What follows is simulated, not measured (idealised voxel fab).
Name of the process module below: voxel wiring stack
FYI the section here is cut, 230 nm wide, cells are 5 nm squares.
Cross-section format: a grid of square cells, given as bands from top to bottom; each band is one or more rows of cells. Per band: top height and bottom height in nm, followed by the left-to-right materials and their widths in nm; "edge to edge" marks a single material spanning edge to edge, "air" marks empty space. Where do heights start? At 0: under that level the wafer as delivered is made of one material only. And the lowest band has no floor; it just carries on downward, as in "0 and below". Top row gets the first number, bottom row gets the second, and each row in between changes by the same step: that is how a band width like "30->40" works. "remained the same" means the step left every cell of the cross-section as it was. Listed in "Enclosed void entries": every empty space of 8 or more cells without an open way to the top. Form: width x height at distance, the distance being from the left edge, all in nm. That trailing text on a step's line, after the settings, is the simulator's own remark on the step. overlay nm: mask offset rightward from planned place, masked step; negative means leftward offset.
**Below is the list of planned process steps**
| 1 | RECEIVE | material Si |
| 2 | CONFORMAL_DEP | material SiO2 | thk nm 15 |
| 3 | CONFORMAL_DEP | material SiN | thk nm 5 |
| 4 | DIRECTIONAL_DEP | material lowk | thk nm 15 |
| 5 | PATTERN | tone open | mask id METAL_1 | material resist | width nm 20 | pitch nm 50 | thk nm 20 | overlay nm 0 |
| 6 | DIRECTIONAL_ETCH | etch materials lowk | depth nm 15 |
| 7 | DIRECTIONAL_ETCH | etch materials SiN | depth nm 5 |
| 8 | STRIP | etch materials resist |
| 9 | CONFORMAL_DEP | material TiN | thk nm 5 |
| 10 | FILL_DEP | material W | thk nm 10 |
| 11 | CMP | height nm 35 |
| 12 | EPI | material Ru | thk nm 5 |
| 13 | FILL_DEP | material SiCN | thk nm 5 |
| 14 | DIRECTIONAL_DEP | material lowk | thk nm 30 |
| 15 | PATTERN | tone open | mask id METAL_2_HOLES | material resist | width nm 15 | pitch nm 50 | thk nm 20 | overlay nm 0 |
| 16 | DIRECTIONAL_ETCH | etch materials lowk | depth nm 30 |
| 17 | STRIP | etch materials resist |
| 18 | DIRECTIONAL_DEP | material aC | thk nm 15 |
| 19 | PATTERN | tone open | mask id METAL_2 | material resist | width nm 20 | pitch nm 50 | thk nm 30 | overlay nm 0 |
| 20 | DIRECTIONAL_ETCH | etch materials aC | depth nm 15 |
| 21 | STRIP | etch materials resist |
| 22 | DIRECTIONAL_ETCH | etch materials lowk | depth nm 20 |
| 23 | DIRECTIONAL_ETCH | etch materials SiCN | depth nm 5 |
| 24 | STRIP | etch materials aC |
| 25 | CONFORMAL_DEP | material TiN | thk nm 5 |
| 26 | FILL_DEP | material Cu | thk nm 5 |
| 27 | CMP | height nm 75 |
| 28 | CONFORMAL_DEP | material SiCN | thk nm 5 |
| 29 | DIRECTIONAL_DEP | material lowk | thk nm 25 |
| 30 | MASKED_ETCH | tone open | mask id METAL_3_HOLES | width nm 15 | pitch nm 50 | etch materials lowk | depth nm 25 | overlay nm 0 |
| 31 | DIRECTIONAL_DEP | material aC | thk nm 10 |
| 32 | PATTERN | tone open | mask id METAL_3 | material resist | width nm 20 | pitch nm 50 | thk nm 30 | overlay nm 0 |
| 33 | DIRECTIONAL_ETCH | etch materials aC | depth nm 10 |
| 34 | STRIP | etch materials resist |
| 35 | DIRECTIONAL_ETCH | etch materials lowk | depth nm 15 |
| 36 | DIRECTIONAL_ETCH | etch materials SiCN | depth nm 5 |
| 37 | STRIP | etch materials aC |
| 38 | CONFORMAL_DEP | material TiN | thk nm 5 |
| 39 | FILL_DEP | material Ru | thk nm 5 |
| 40 | CMP | height nm 105 |
| 41 | CONFORMAL_DEP | material SiN | thk nm 5 |
**Account of the first of two wafers, which was processed as intended**
**as received, after step 1**
* 0 and below = Si edge to edge
* Enclosed void entries: none
**Step 2 complete: cross-section through the wafer**
* 15 down to 0 = SiO2 edge to edge
* Everything under 0 stays put, no change at all.
**Step 3 complete: cross-section through the wafer**
* 20 down to 15 = SiN edge to edge
* Everything under 15 stays put, no change at all.
**Step 4 complete: cross-section through the wafer**
* 35 down to 20 = lowk edge to edge
* Everything under 20 stays put, no change at all.
**Step 5 complete: cross-section through the wafer**
* 55 down to 35 = resist=30  air=20  resist=30  air=20  resist=30  air=20  resist=30  air=20  resist=30
* Everything under 35 stays put, no change at all.
**Step 6 complete: cross-section through the wafer**
* 55 down to 35 = resist=30  air=20  resist=30  air=20  resist=30  air=20  resist=30  air=20  resist=30
* 35 down to 20 = lowk=30  air=20  lowk=30  air=20  lowk=30  air=20  lowk=30  air=20  lowk=30
* Everything under 20 stays put, no change at all.
**Step 7 complete: cross-section through the wafer**
* 55 down to 35 = resist=30  air=20  resist=30  air=20  resist=30  air=20  resist=30  air=20  resist=30
* 35 down to 20 = lowk=30  air=20  lowk=30  air=20  lowk=30  air=20  lowk=30  air=20  lowk=30
* 20 down to 15 = SiN=30  air=20  SiN=30  air=20  SiN=30  air=20  SiN=30  air=20  SiN=30
* Everything under 15 stays put, no change at all.
**Step 8 complete: cross-section through the wafer**
* 35 down to 20 = lowk=30  air=20  lowk=30  air=20  lowk=30  air=20  lowk=30  air=20  lowk=30
* Everything under 20 stays put, no change at all.
**Step 9 complete: cross-section through the wafer**
* 40 down to 35 = TiN=35  air=10  TiN=40  air=10  TiN=40  air=10  TiN=40  air=10  TiN=35
* 35 down to 20 = lowk=30  TiN=5  air=10  TiN=5  lowk=30  TiN=5  air=10  TiN=5  lowk=30  TiN=5  air=10  TiN=5  lowk=30  TiN=5  air=10  TiN=5  lowk=30
* 20 down to 15 = SiN=30  TiN=20  SiN=30  TiN=20  SiN=30  TiN=20  SiN=30  TiN=20  SiN=30
* Everything under 15 stays put, no change at all.
**Step 10 complete: cross-section through the wafer**
* 50 down to 40 = W edge to edge
* 40 down to 35 = TiN=35  W=10  TiN=40  W=10  TiN=40  W=10  TiN=40  W=10  TiN=35
* 35 down to 20 = lowk=30  TiN=5  W=10  TiN=5  lowk=30  TiN=5  W=10  TiN=5  lowk=30  TiN=5  W=10  TiN=5  lowk=30  TiN=5  W=10  TiN=5  lowk=30
* Everything under 20 stays put, no change at all.
**Step 11 complete: cross-section through the wafer**
* 35 down to 20 = lowk=30  TiN=5  W=10  TiN=5  lowk=30  TiN=5  W=10  TiN=5  lowk=30  TiN=5  W=10  TiN=5  lowk=30  TiN=5  W=10  TiN=5  lowk=30
* Everything under 20 stays put, no change at all.
**Step 12 complete: cross-section through the wafer**
* 40 down to 35 = air=25  Ru=30  air=20  Ru=30  air=20  Ru=30  air=20  Ru=30  air=25
* Everything under 35 stays put, no change at all.
**Step 13 complete: cross-section through the wafer**
* 45 down to 40 = SiCN edge to edge
* 40 down to 35 = SiCN=25  Ru=30  SiCN=20  Ru=30  SiCN=20  Ru=30  SiCN=20  Ru=30  SiCN=25
* Everything under 35 stays put, no change at all.
**Step 14 complete: cross-section through the wafer**
* 75 down to 45 = lowk edge to edge
* Everything under 45 stays put, no change at all.
**Step 15 complete: cross-section through the wafer**
* 95 down to 75 = resist=30  air=15  resist=35  air=15  resist=35  air=15  resist=35  air=15  resist=35
* Everything under 75 stays put, no change at all.
**Step 16 complete: cross-section through the wafer**
* 95 down to 75 = resist=30  air=15  resist=35  air=15  resist=35  air=15  resist=35  air=15  resist=35
* 75 down to 45 = lowk=30  air=15  lowk=35  air=15  lowk=35  air=15  lowk=35  air=15  lowk=35
* Everything under 45 stays put, no change at all.
**Step 17 complete: cross-section through the wafer**
* 75 down to 45 = lowk=30  air=15  lowk=35  air=15  lowk=35  air=15  lowk=35  air=15  lowk=35
* Everything under 45 stays put, no change at all.
**Step 18 complete: cross-section through the wafer**
* 90 down to 75 = aC=30  air=15  aC=35  air=15  aC=35  air=15  aC=35  air=15  aC=35
* 75 down to 60 = lowk=30  air=15  lowk=35  air=15  lowk=35  air=15  lowk=35  air=15  lowk=35
* 60 down to 45 = lowk=30  aC=15  lowk=35  aC=15  lowk=35  aC=15  lowk=35  aC=15  lowk=35
* Everything under 45 stays put, no change at all.
**Step 19 complete: cross-section through the wafer**
* 120 down to 90 = resist=30  air=20  resist=30  air=20  resist=30  air=20  resist=30  air=20  resist=30
* Everything under 90 stays put, no change at all.
**Step 20 complete: cross-section through the wafer**
* 105 down to 90 = resist=30  air=20  resist=30  air=20  resist=30  air=20  resist=30  air=20  resist=30
* 90 down to 75 = aC=30  air=20  aC=30  air=20  aC=30  air=20  aC=30  air=20  aC=30
* 75 down to 45 = lowk=30  air=15  lowk=35  air=15  lowk=35  air=15  lowk=35  air=15  lowk=35
* Everything under 45 stays put, no change at all.
**Step 21 complete: cross-section through the wafer**
* 90 down to 75 = aC=30  air=20  aC=30  air=20  aC=30  air=20  aC=30  air=20  aC=30
* Everything under 75 stays put, no change at all.
**Step 22 complete: cross-section through the wafer**
* 90 down to 75 = aC=30  air=20  aC=30  air=20  aC=30  air=20  aC=30  air=20  aC=30
* 75 down to 55 = lowk=30  air=20  lowk=30  air=20  lowk=30  air=20  lowk=30  air=20  lowk=30
* Everything under 55 stays put, no change at all.
**Step 23 complete: cross-section through the wafer**
* 90 down to 75 = aC=30  air=20  aC=30  air=20  aC=30  air=20  aC=30  air=20  aC=30
* 75 down to 55 = lowk=30  air=20  lowk=30  air=20  lowk=30  air=20  lowk=30  air=20  lowk=30
* 55 down to 45 = lowk=30  air=15  lowk=35  air=15  lowk=35  air=15  lowk=35  air=15  lowk=35
* 45 down to 40 = SiCN=30  air=15  SiCN=35  air=15  SiCN=35  air=15  SiCN=35  air=15  SiCN=35
* Everything under 40 stays put, no change at all.
**Step 24 complete: cross-section through the wafer**
* 75 down to 55 = lowk=30  air=20  lowk=30  air=20  lowk=30  air=20  lowk=30  air=20  lowk=30
* Everything under 55 stays put, no change at all.
**Step 25 complete: cross-section through the wafer**
* 80 down to 75 = TiN=35  air=10  TiN=40  air=10  TiN=40  air=10  TiN=40  air=10  TiN=35
* 75 down to 60 = lowk=30  TiN=5  air=10  TiN=5  lowk=30  TiN=5  air=10  TiN=5  lowk=30  TiN=5  air=10  TiN=5  lowk=30  TiN=5  air=10  TiN=5  lowk=30
* 60 down to 55 = lowk=30  TiN=5  air=5  TiN=10  lowk=30  TiN=5  air=5  TiN=10  lowk=30  TiN=5  air=5  TiN=10  lowk=30  TiN=5  air=5  TiN=10  lowk=30
* 55 down to 45 = lowk=30  TiN=5  air=5  TiN=5  lowk=35  TiN=5  air=5  TiN=5  lowk=35  TiN=5  air=5  TiN=5  lowk=35  TiN=5  air=5  TiN=5  lowk=35
* 45 down to 40 = SiCN=30  TiN=15  SiCN=35  TiN=15  SiCN=35  TiN=15  SiCN=35  TiN=15  SiCN=35
* Everything under 40 stays put, no change at all.
**Step 26 complete: cross-section through the wafer**
* 85 down to 80 = Cu edge to edge
* 80 down to 75 = TiN=35  Cu=10  TiN=40  Cu=10  TiN=40  Cu=10  TiN=40  Cu=10  TiN=35
* 75 down to 60 = lowk=30  TiN=5  Cu=10  TiN=5  lowk=30  TiN=5  Cu=10  TiN=5  lowk=30  TiN=5  Cu=10  TiN=5  lowk=30  TiN=5  Cu=10  TiN=5  lowk=30
* 60 down to 55 = lowk=30  TiN=5  Cu=5  TiN=10  lowk=30  TiN=5  Cu=5  TiN=10  lowk=30  TiN=5  Cu=5  TiN=10  lowk=30  TiN=5  Cu=5  TiN=10  lowk=30
* 55 down to 45 = lowk=30  TiN=5  Cu=5  TiN=5  lowk=35  TiN=5  Cu=5  TiN=5  lowk=35  TiN=5  Cu=5  TiN=5  lowk=35  TiN=5  Cu=5  TiN=5  lowk=35
* Everything under 45 stays put, no change at all.
**Step 27 complete: cross-section through the wafer**
* 75 down to 60 = lowk=30  TiN=5  Cu=10  TiN=5  lowk=30  TiN=5  Cu=10  TiN=5  lowk=30  TiN=5  Cu=10  TiN=5  lowk=30  TiN=5  Cu=10  TiN=5  lowk=30
* Everything under 60 stays put, no change at all.
**Step 28 complete: cross-section through the wafer**
* 80 down to 75 = SiCN edge to edge
* Everything under 75 stays put, no change at all.
**Step 29 complete: cross-section through the wafer**
* 105 down to 80 = lowk edge to edge
* Everything under 80 stays put, no change at all.
**Step 30 complete: cross-section through the wafer**
* 105 down to 80 = lowk=30  air=15  lowk=35  air=15  lowk=35  air=15  lowk=35  air=15  lowk=35
* Everything under 80 stays put, no change at all.
**Step 31 complete: cross-section through the wafer**
* 115 down to 105 = aC=30  air=15  aC=35  air=15  aC=35  air=15  aC=35  air=15  aC=35
* 105 down to 90 = lowk=30  air=15  lowk=35  air=15  lowk=35  air=15  lowk=35  air=15  lowk=35
* 90 down to 80 = lowk=30  aC=15  lowk=35  aC=15  lowk=35  aC=15  lowk=35  aC=15  lowk=35
* Everything under 80 stays put, no change at all.
**Step 32 complete: cross-section through the wafer**
* 145 down to 115 = resist=30  air=20  resist=30  air=20  resist=30  air=20  resist=30  air=20  resist=30
* Everything under 115 stays put, no change at all.
**Step 33 complete: cross-section through the wafer**
* 135 down to 115 = resist=30  air=20  resist=30  air=20  resist=30  air=20  resist=30  air=20  resist=30
* 115 down to 105 = aC=30  air=20  aC=30  air=20  aC=30  air=20  aC=30  air=20  aC=30
* 105 down to 80 = lowk=30  air=15  lowk=35  air=15  lowk=35  air=15  lowk=35  air=15  lowk=35
* Everything under 80 stays put, no change at all.
**Step 34 complete: cross-section through the wafer**
* 115 down to 105 = aC=30  air=20  aC=30  air=20  aC=30  air=20  aC=30  air=20  aC=30
* Everything under 105 stays put, no change at all.
**Step 35 complete: cross-section through the wafer**
* 115 down to 105 = aC=30  air=20  aC=30  air=20  aC=30  air=20  aC=30  air=20  aC=30
* 105 down to 90 = lowk=30  air=20  lowk=30  air=20  lowk=30  air=20  lowk=30  air=20  lowk=30
* Everything under 90 stays put, no change at all.
**Step 36 complete: cross-section through the wafer**
* 115 down to 105 = aC=30  air=20  aC=30  air=20  aC=30  air=20  aC=30  air=20  aC=30
* 105 down to 90 = lowk=30  air=20  lowk=30  air=20  lowk=30  air=20  lowk=30  air=20  lowk=30
* 90 down to 80 = lowk=30  air=15  lowk=35  air=15  lowk=35  air=15  lowk=35  air=15  lowk=35
* 80 down to 75 = SiCN=30  air=15  SiCN=35  air=15  SiCN=35  air=15  SiCN=35  air=15  SiCN=35
* Everything under 75 stays put, no change at all.
**Step 37 complete: cross-section through the wafer**
* 105 down to 90 = lowk=30  air=20  lowk=30  air=20  lowk=30  air=20  lowk=30  air=20  lowk=30
* Everything under 90 stays put, no change at all.
**Step 38 complete: cross-section through the wafer**
* 110 down to 105 = TiN=35  air=10  TiN=40  air=10  TiN=40  air=10  TiN=40  air=10  TiN=35
* 105 down to 95 = lowk=30  TiN=5  air=10  TiN=5  lowk=30  TiN=5  air=10  TiN=5  lowk=30  TiN=5  air=10  TiN=5  lowk=30  TiN=5  air=10  TiN=5  lowk=30
* 95 down to 90 = lowk=30  TiN=5  air=5  TiN=10  lowk=30  TiN=5  air=5  TiN=10  lowk=30  TiN=5  air=5  TiN=10  lowk=30  TiN=5  air=5  TiN=10  lowk=30
* 90 down to 80 = lowk=30  TiN=5  air=5  TiN=5  lowk=35  TiN=5  air=5  TiN=5  lowk=35  TiN=5  air=5  TiN=5  lowk=35  TiN=5  air=5  TiN=5  lowk=35
* 80 down to 75 = SiCN=30  TiN=15  SiCN=35  TiN=15  SiCN=35  TiN=15  SiCN=35  TiN=15  SiCN=35
* Everything under 75 stays put, no change at all.
**Step 39 complete: cross-section through the wafer**
* 115 down to 110 = Ru edge to edge
* 110 down to 105 = TiN=35  Ru=10  TiN=40  Ru=10  TiN=40  Ru=10  TiN=40  Ru=10  TiN=35
* 105 down to 95 = lowk=30  TiN=5  Ru=10  TiN=5  lowk=30  TiN=5  Ru=10  TiN=5  lowk=30  TiN=5  Ru=10  TiN=5  lowk=30  TiN=5  Ru=10  TiN=5  lowk=30
* 95 down to 90 = lowk=30  TiN=5  Ru=5  TiN=10  lowk=30  TiN=5  Ru=5  TiN=10  lowk=30  TiN=5  Ru=5  TiN=10  lowk=30  TiN=5  Ru=5  TiN=10  lowk=30
* 90 down to 80 = lowk=30  TiN=5  Ru=5  TiN=5  lowk=35  TiN=5  Ru=5  TiN=5  lowk=35  TiN=5  Ru=5  TiN=5  lowk=35  TiN=5  Ru=5  TiN=5  lowk=35
* Everything under 80 stays put, no change at all.
**Step 40 complete: cross-section through the wafer**
* 105 down to 95 = lowk=30  TiN=5  Ru=10  TiN=5  lowk=30  TiN=5  Ru=10  TiN=5  lowk=30  TiN=5  Ru=10  TiN=5  lowk=30  TiN=5  Ru=10  TiN=5  lowk=30
* Everything under 95 stays put, no change at all.
**Step 41 complete: cross-section through the wafer**
* 110 down to 105 = SiN edge to edge
* Everything under 105 stays put, no change at all.
**It is to be noted that the second wafer proceeded from the same initial state and according to the same plan as the first, although one mistake was committed in its execution; through step 1, inclusive, the two wafers share an identical history**
**Second wafer, cut view, end of step 2 per plan**
* 15 down to 0 = Cu edge to edge
* Everything under 0 stays put, no change at all.
**Second wafer, cut view, end of step 3 per plan**
* 20 down to 15 = SiN edge to edge
* Everything under 15 stays put, no change at all.
**Second wafer, cut view, end of step 4 per plan**
* 35 down to 20 = lowk edge to edge
* Everything under 20 stays put, no change at all.
**Second wafer, cut view, end of step 5 per plan**
* 55 down to 35 = resist=30  air=20  resist=30  air=20  resist=30  air=20  resist=30  air=20  resist=30
* Everything under 35 stays put, no change at all.
**Second wafer, cut view, end of step 6 per plan**
* 55 down to 35 = resist=30  air=20  resist=30  air=20  resist=30  air=20  resist=30  air=20  resist=30
* 35 down to 20 = lowk=30  air=20  lowk=30  air=20  lowk=30  air=20  lowk=30  air=20  lowk=30
* Everything under 20 stays put, no change at all.
**Second wafer, cut view, end of step 7 per plan**
* 55 down to 35 = resist=30  air=20  resist=30  air=20  resist=30  air=20  resist=30  air=20  resist=30
* 35 down to 20 = lowk=30  air=20  lowk=30  air=20  lowk=30  air=20  lowk=30  air=20  lowk=30
* 20 down to 15 = SiN=30  air=20  SiN=30  air=20  SiN=30  air=20  SiN=30  air=20  SiN=30
* Everything under 15 stays put, no change at all.
**Second wafer, cut view, end of step 8 per plan**
* 35 down to 20 = lowk=30  air=20  lowk=30  air=20  lowk=30  air=20  lowk=30  air=20  lowk=30
* Everything under 20 stays put, no change at all.
**Second wafer, cut view, end of step 9 per plan**
* 40 down to 35 = TiN=35  air=10  TiN=40  air=10  TiN=40  air=10  TiN=40  air=10  TiN=35
* 35 down to 20 = lowk=30  TiN=5  air=10  TiN=5  lowk=30  TiN=5  air=10  TiN=5  lowk=30  TiN=5  air=10  TiN=5  lowk=30  TiN=5  air=10  TiN=5  lowk=30
* 20 down to 15 = SiN=30  TiN=20  SiN=30  TiN=20  SiN=30  TiN=20  SiN=30  TiN=20  SiN=30
* Everything under 15 stays put, no change at all.
**Second wafer, cut view, end of step 10 per plan**
* 50 down to 40 = W edge to edge
* 40 down to 35 = TiN=35  W=10  TiN=40  W=10  TiN=40  W=10  TiN=40  W=10  TiN=35
* 35 down to 20 = lowk=30  TiN=5  W=10  TiN=5  lowk=30  TiN=5  W=10  TiN=5  lowk=30  TiN=5  W=10  TiN=5  lowk=30  TiN=5  W=10  TiN=5  lowk=30
* Everything under 20 stays put, no change at all.
**Second wafer, cut view, end of step 11 per plan**
* 35 down to 20 = lowk=30  TiN=5  W=10  TiN=5  lowk=30  TiN=5  W=10  TiN=5  lowk=30  TiN=5  W=10  TiN=5  lowk=30  TiN=5  W=10  TiN=5  lowk=30
* Everything under 20 stays put, no change at all.
**Second wafer, cut view, end of step 12 per plan**
* 40 down to 35 = air=25  Ru=30  air=20  Ru=30  air=20  Ru=30  air=20  Ru=30  air=25
* Everything under 35 stays put, no change at all.
**Second wafer, cut view, end of step 13 per plan**
* 45 down to 40 = SiCN edge to edge
* 40 down to 35 = SiCN=25  Ru=30  SiCN=20  Ru=30  SiCN=20  Ru=30  SiCN=20  Ru=30  SiCN=25
* Everything under 35 stays put, no change at all.
**Second wafer, cut view, end of step 14 per plan**
* 75 down to 45 = lowk edge to edge
* Everything under 45 stays put, no change at all.
**Second wafer, cut view, end of step 15 per plan**
* 95 down to 75 = resist=30  air=15  resist=35  air=15  resist=35  air=15  resist=35  air=15  resist=35
* Everything under 75 stays put, no change at all.
**Second wafer, cut view, end of step 16 per plan**
* 95 down to 75 = resist=30  air=15  resist=35  air=15  resist=35  air=15  resist=35  air=15  resist=35
* 75 down to 45 = lowk=30  air=15  lowk=35  air=15  lowk=35  air=15  lowk=35  air=15  lowk=35
* Everything under 45 stays put, no change at all.
**Second wafer, cut view, end of step 17 per plan**
* 75 down to 45 = lowk=30  air=15  lowk=35  air=15  lowk=35  air=15  lowk=35  air=15  lowk=35
* Everything under 45 stays put, no change at all.
**Second wafer, cut view, end of step 18 per plan**
* 90 down to 75 = aC=30  air=15  aC=35  air=15  aC=35  air=15  aC=35  air=15  aC=35
* 75 down to 60 = lowk=30  air=15  lowk=35  air=15  lowk=35  air=15  lowk=35  air=15  lowk=35
* 60 down to 45 = lowk=30  aC=15  lowk=35  aC=15  lowk=35  aC=15  lowk=35  aC=15  lowk=35
* Everything under 45 stays put, no change at all.
**Second wafer, cut view, end of step 19 per plan**
* 120 down to 90 = resist=30  air=20  resist=30  air=20  resist=30  air=20  resist=30  air=20  resist=30
* Everything under 90 stays put, no change at all.
**Second wafer, cut view, end of step 20 per plan**
* 105 down to 90 = resist=30  air=20  resist=30  air=20  resist=30  air=20  resist=30  air=20  resist=30
* 90 down to 75 = aC=30  air=20  aC=30  air=20  aC=30  air=20  aC=30  air=20  aC=30
* 75 down to 45 = lowk=30  air=15  lowk=35  air=15  lowk=35  air=15  lowk=35  air=15  lowk=35
* Everything under 45 stays put, no change at all.
**Second wafer, cut view, end of step 21 per plan**
* 90 down to 75 = aC=30  air=20  aC=30  air=20  aC=30  air=20  aC=30  air=20  aC=30
* Everything under 75 stays put, no change at all.
**Second wafer, cut view, end of step 22 per plan**
* 90 down to 75 = aC=30  air=20  aC=30  air=20  aC=30  air=20  aC=30  air=20  aC=30
* 75 down to 55 = lowk=30  air=20  lowk=30  air=20  lowk=30  air=20  lowk=30  air=20  lowk=30
* Everything under 55 stays put, no change at all.
**Second wafer, cut view, end of step 23 per plan**
* 90 down to 75 = aC=30  air=20  aC=30  air=20  aC=30  air=20  aC=30  air=20  aC=30
* 75 down to 55 = lowk=30  air=20  lowk=30  air=20  lowk=30  air=20  lowk=30  air=20  lowk=30
* 55 down to 45 = lowk=30  air=15  lowk=35  air=15  lowk=35  air=15  lowk=35  air=15  lowk=35
* 45 down to 40 = SiCN=30  air=15  SiCN=35  air=15  SiCN=35  air=15  SiCN=35  air=15  SiCN=35
* Everything under 40 stays put, no change at all.
**Second wafer, cut view, end of step 24 per plan**
* 75 down to 55 = lowk=30  air=20  lowk=30  air=20  lowk=30  air=20  lowk=30  air=20  lowk=30
* Everything under 55 stays put, no change at all.
**Second wafer, cut view, end of step 25 per plan**
* 80 down to 75 = TiN=35  air=10  TiN=40  air=10  TiN=40  air=10  TiN=40  air=10  TiN=35
* 75 down to 60 = lowk=30  TiN=5  air=10  TiN=5  lowk=30  TiN=5  air=10  TiN=5  lowk=30  TiN=5  air=10  TiN=5  lowk=30  TiN=5  air=10  TiN=5  lowk=30
* 60 down to 55 = lowk=30  TiN=5  air=5  TiN=10  lowk=30  TiN=5  air=5  TiN=10  lowk=30  TiN=5  air=5  TiN=10  lowk=30  TiN=5  air=5  TiN=10  lowk=30
* 55 down to 45 = lowk=30  TiN=5  air=5  TiN=5  lowk=35  TiN=5  air=5  TiN=5  lowk=35  TiN=5  air=5  TiN=5  lowk=35  TiN=5  air=5  TiN=5  lowk=35
* 45 down to 40 = SiCN=30  TiN=15  SiCN=35  TiN=15  SiCN=35  TiN=15  SiCN=35  TiN=15  SiCN=35
* Everything under 40 stays put, no change at all.
**Second wafer, cut view, end of step 26 per plan**
* 85 down to 80 = Cu edge to edge
* 80 down to 75 = TiN=35  Cu=10  TiN=40  Cu=10  TiN=40  Cu=10  TiN=40  Cu=10  TiN=35
* 75 down to 60 = lowk=30  TiN=5  Cu=10  TiN=5  lowk=30  TiN=5  Cu=10  TiN=5  lowk=30  TiN=5  Cu=10  TiN=5  lowk=30  TiN=5  Cu=10  TiN=5  lowk=30
* 60 down to 55 = lowk=30  TiN=5  Cu=5  TiN=10  lowk=30  TiN=5  Cu=5  TiN=10  lowk=30  TiN=5  Cu=5  TiN=10  lowk=30  TiN=5  Cu=5  TiN=10  lowk=30
* 55 down to 45 = lowk=30  TiN=5  Cu=5  TiN=5  lowk=35  TiN=5  Cu=5  TiN=5  lowk=35  TiN=5  Cu=5  TiN=5  lowk=35  TiN=5  Cu=5  TiN=5  lowk=35
* Everything under 45 stays put, no change at all.
**Second wafer, cut view, end of step 27 per plan**
* 75 down to 60 = lowk=30  TiN=5  Cu=10  TiN=5  lowk=30  TiN=5  Cu=10  TiN=5  lowk=30  TiN=5  Cu=10  TiN=5  lowk=30  TiN=5  Cu=10  TiN=5  lowk=30
* Everything under 60 stays put, no change at all.
**Second wafer, cut view, end of step 28 per plan**
* 80 down to 75 = SiCN edge to edge
* Everything under 75 stays put, no change at all.
**Second wafer, cut view, end of step 29 per plan**
* 105 down to 80 = lowk edge to edge
* Everything under 80 stays put, no change at all.
**Second wafer, cut view, end of step 30 per plan**
* 105 down to 80 = lowk=30  air=15  lowk=35  air=15  lowk=35  air=15  lowk=35  air=15  lowk=35
* Everything under 80 stays put, no change at all.
**Second wafer, cut view, end of step 31 per plan**
* 115 down to 105 = aC=30  air=15  aC=35  air=15  aC=35  air=15  aC=35  air=15  aC=35
* 105 down to 90 = lowk=30  air=15  lowk=35  air=15  lowk=35  air=15  lowk=35  air=15  lowk=35
* 90 down to 80 = lowk=30  aC=15  lowk=35  aC=15  lowk=35  aC=15  lowk=35  aC=15  lowk=35
* Everything under 80 stays put, no change at all.
**Second wafer, cut view, end of step 32 per plan**
* 145 down to 115 = resist=30  air=20  resist=30  air=20  resist=30  air=20  resist=30  air=20  resist=30
* Everything under 115 stays put, no change at all.
**Second wafer, cut view, end of step 33 per plan**
* 135 down to 115 = resist=30  air=20  resist=30  air=20  resist=30  air=20  resist=30  air=20  resist=30
* 115 down to 105 = aC=30  air=20  aC=30  air=20  aC=30  air=20  aC=30  air=20  aC=30
* 105 down to 80 = lowk=30  air=15  lowk=35  air=15  lowk=35  air=15  lowk=35  air=15  lowk=35
* Everything under 80 stays put, no change at all.
**Second wafer, cut view, end of step 34 per plan**
* 115 down to 105 = aC=30  air=20  aC=30  air=20  aC=30  air=20  aC=30  air=20  aC=30
* Everything under 105 stays put, no change at all.
**Second wafer, cut view, end of step 35 per plan**
* 115 down to 105 = aC=30  air=20  aC=30  air=20  aC=30  air=20  aC=30  air=20  aC=30
* 105 down to 90 = lowk=30  air=20  lowk=30  air=20  lowk=30  air=20  lowk=30  air=20  lowk=30
* Everything under 90 stays put, no change at all.
**Second wafer, cut view, end of step 36 per plan**
* 115 down to 105 = aC=30  air=20  aC=30  air=20  aC=30  air=20  aC=30  air=20  aC=30
* 105 down to 90 = lowk=30  air=20  lowk=30  air=20  lowk=30  air=20  lowk=30  air=20  lowk=30
* 90 down to 80 = lowk=30  air=15  lowk=35  air=15  lowk=35  air=15  lowk=35  air=15  lowk=35
* 80 down to 75 = SiCN=30  air=15  SiCN=35  air=15  SiCN=35  air=15  SiCN=35  air=15  SiCN=35
* Everything under 75 stays put, no change at all.
**Second wafer, cut view, end of step 37 per plan**
* 105 down to 90 = lowk=30  air=20  lowk=30  air=20  lowk=30  air=20  lowk=30  air=20  lowk=30
* Everything under 90 stays put, no change at all.
**Second wafer, cut view, end of step 38 per plan**
* 110 down to 105 = TiN=35  air=10  TiN=40  air=10  TiN=40  air=10  TiN=40  air=10  TiN=35
* 105 down to 95 = lowk=30  TiN=5  air=10  TiN=5  lowk=30  TiN=5  air=10  TiN=5  lowk=30  TiN=5  air=10  TiN=5  lowk=30  TiN=5  air=10  TiN=5  lowk=30
* 95 down to 90 = lowk=30  TiN=5  air=5  TiN=10  lowk=30  TiN=5  air=5  TiN=10  lowk=30  TiN=5  air=5  TiN=10  lowk=30  TiN=5  air=5  TiN=10  lowk=30
* 90 down to 80 = lowk=30  TiN=5  air=5  TiN=5  lowk=35  TiN=5  air=5  TiN=5  lowk=35  TiN=5  air=5  TiN=5  lowk=35  TiN=5  air=5  TiN=5  lowk=35
* 80 down to 75 = SiCN=30  TiN=15  SiCN=35  TiN=15  SiCN=35  TiN=15  SiCN=35  TiN=15  SiCN=35
* Everything under 75 stays put, no change at all.
**Second wafer, cut view, end of step 39 per plan**
* 115 down to 110 = Ru edge to edge
* 110 down to 105 = TiN=35  Ru=10  TiN=40  Ru=10  TiN=40  Ru=10  TiN=40  Ru=10  TiN=35
* 105 down to 95 = lowk=30  TiN=5  Ru=10  TiN=5  lowk=30  TiN=5  Ru=10  TiN=5  lowk=30  TiN=5  Ru=10  TiN=5  lowk=30  TiN=5  Ru=10  TiN=5  lowk=30
* 95 down to 90 = lowk=30  TiN=5  Ru=5  TiN=10  lowk=30  TiN=5  Ru=5  TiN=10  lowk=30  TiN=5  Ru=5  TiN=10  lowk=30  TiN=5  Ru=5  TiN=10  lowk=30
* 90 down to 80 = lowk=30  TiN=5  Ru=5  TiN=5  lowk=35  TiN=5  Ru=5  TiN=5  lowk=35  TiN=5  Ru=5  TiN=5  lowk=35  TiN=5  Ru=5  TiN=5  lowk=35
* Everything under 80 stays put, no change at all.
**Second wafer, cut view, end of step 40 per plan**
* 105 down to 95 = lowk=30  TiN=5  Ru=10  TiN=5  lowk=30  TiN=5  Ru=10  TiN=5  lowk=30  TiN=5  Ru=10  TiN=5  lowk=30  TiN=5  Ru=10  TiN=5  lowk=30
* Everything under 95 stays put, no change at all.
**Second wafer, cut view, end of step 41 per plan**
* 110 down to 105 = SiN edge to edge
* Everything under 105 stays put, no change at all.
Here's what went sideways: step 2 changed vs plan, executed as CONFORMAL_DEP | material Cu | thk nm 15
Final difference in cells, second wafer against first, listed per material as more or fewer: +138 Cu | -138 SiO2
